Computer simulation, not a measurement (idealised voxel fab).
process module | voxel air gaps
cross-section cut | 220 nm wide | cells 5 nm
A cross-section is a grid of square cells, given in bands from the top down. A band is one or more rows of cells.
Each band's line starts with the height of the band's top and of its bottom, in nm. Then come its materials from left to right, each with its width in nm. One material with "throughout" fills the band from edge to edge. "air" is empty space.
Height 0 is the level under which the wafer as received is all one material. The lowest band goes on downwards, as in "0 down".
A width such as "30 to 40" changes by the same amount from each row of cells to the next, from the band's top row to its bottom row.
"no change" after a step means that no cell of the cross-section changed.
closed voids: empty space of 8 cells or more with no open way to the top, each as width x height at its distance from the left edge, in nm
after a step's settings: what the simulator itself notes on the step
overlay nm, on a step with a mask: how far to the right of its planned place the mask lay; to the left if negative
plan
1 op RECEIVE | material Si
2 op CONFORMAL_DEP | material SiO2 | thk nm 10
3 op CONFORMAL_DEP | material SiN | thk nm 5
4 op DIRECTIONAL_DEP | material lowk | thk nm 25
5 op DIRECTIONAL_DEP | material aC | thk nm 15
6 op PATTERN | tone open | mask id LINES | material resist | width nm 25 | pitch nm 50 | thk nm 30 | overlay nm 0
7 op DIRECTIONAL_ETCH | etch materials aC | depth nm 15
8 op STRIP | etch materials resist
9 op DIRECTIONAL_ETCH | etch materials lowk | depth nm 35
10 op STRIP | etch materials aC
11 op CONFORMAL_DEP | material TiN | thk nm 5
12 op FILL_DEP | material Ru | thk nm 5
13 op CMP | height nm 50
14 op EPI | material Ru | thk nm 10
15 op SELECTIVE_ETCH | etch materials lowk | depth nm 45
16 op CONFORMAL_DEP | material SiCN | thk nm 5
varied across the wafers: thk nm of step 4. The plan shows the first wafer's value. All wafers start alike
first wafer as received, after step 1
  0 down: Si throughout
  closed voids: none
first wafer at the end, after step 16
  65 to 60: SiCN throughout
  60 to 45: Ru throughout
  45 to 40: TiN 25 | Ru 15 | TiN 35 | Ru 15 | TiN 35 | Ru 15 | TiN 35 | Ru 15 | TiN 30
  40 to 20: lowk 20 | TiN 5 | Ru 15 | TiN 5 | lowk 25 | TiN 5 | Ru 15 | TiN 5 | lowk 25 | TiN 5 | Ru 15 | TiN 5 | lowk 25 | TiN 5 | Ru 15 | TiN 5 | lowk 25
  20 to 15: lowk 20 | TiN 25 | lowk 25 | TiN 25 | lowk 25 | TiN 25 | lowk 25 | TiN 25 | lowk 25
  15 to 10: SiN throughout
  10 to 0: SiO2 throughout
  0 down: Si throughout
  closed voids: none
last wafer at the end
  65 to 60: air 5 | SiCN 205 | air 10
  60 to 50: air 5 | SiCN 5 | Ru 45 | SiCN 5 | Ru 45 | SiCN 5 | Ru 45 | SiCN 5 | Ru 45 | SiCN 5 | air 10
  50 to 45: air 5 | SiCN 15 | TiN 5 | Ru 15 | TiN 5 | SiCN 25 | TiN 5 | Ru 15 | TiN 5 | SiCN 25 | TiN 5 | Ru 15 | TiN 5 | SiCN 25 | TiN 5 | Ru 15 | TiN 5 | SiCN 15 | air 10
  45 to 20: air 15 | SiCN 5 | TiN 5 | Ru 15 | TiN 5 | SiCN 5 | air 15 | SiCN 5 | TiN 5 | Ru 15 | TiN 5 | SiCN 5 | air 15 | SiCN 5 | TiN 5 | Ru 15 | TiN 5 | SiCN 5 | air 15 | SiCN 5 | TiN 5 | Ru 15 | TiN 5 | SiCN 5 | air 20
  20 to 15: SiCN 20 | TiN 25 | SiCN 25 | TiN 25 | SiCN 25 | TiN 25 | SiCN 25 | TiN 25 | SiCN 25
  15 to 10: SiN throughout
  10 to 0: SiO2 throughout
  0 down: Si throughout
  closed voids: 15 x 25 at 50; 15 x 25 at 100; 15 x 25 at 150
each wafer at the end: cells of each material gained (+) or lost (-) since it was received, then its closed voids
thk nm 25 | +192 Ru | +44 SiCN | +44 SiN | +88 SiO2 | +84 TiN | +120 lowk | closed voids: none
thk nm 30 | +160 Ru | +44 SiCN | +44 SiN | +88 SiO2 | +92 TiN | +144 lowk | closed voids: none
thk nm 35 | +144 Ru | +136 SiCN | +44 SiN | +88 SiO2 | +68 TiN | closed voids: 15 x 25 at 50; 15 x 25 at 100; 15 x 25 at 150
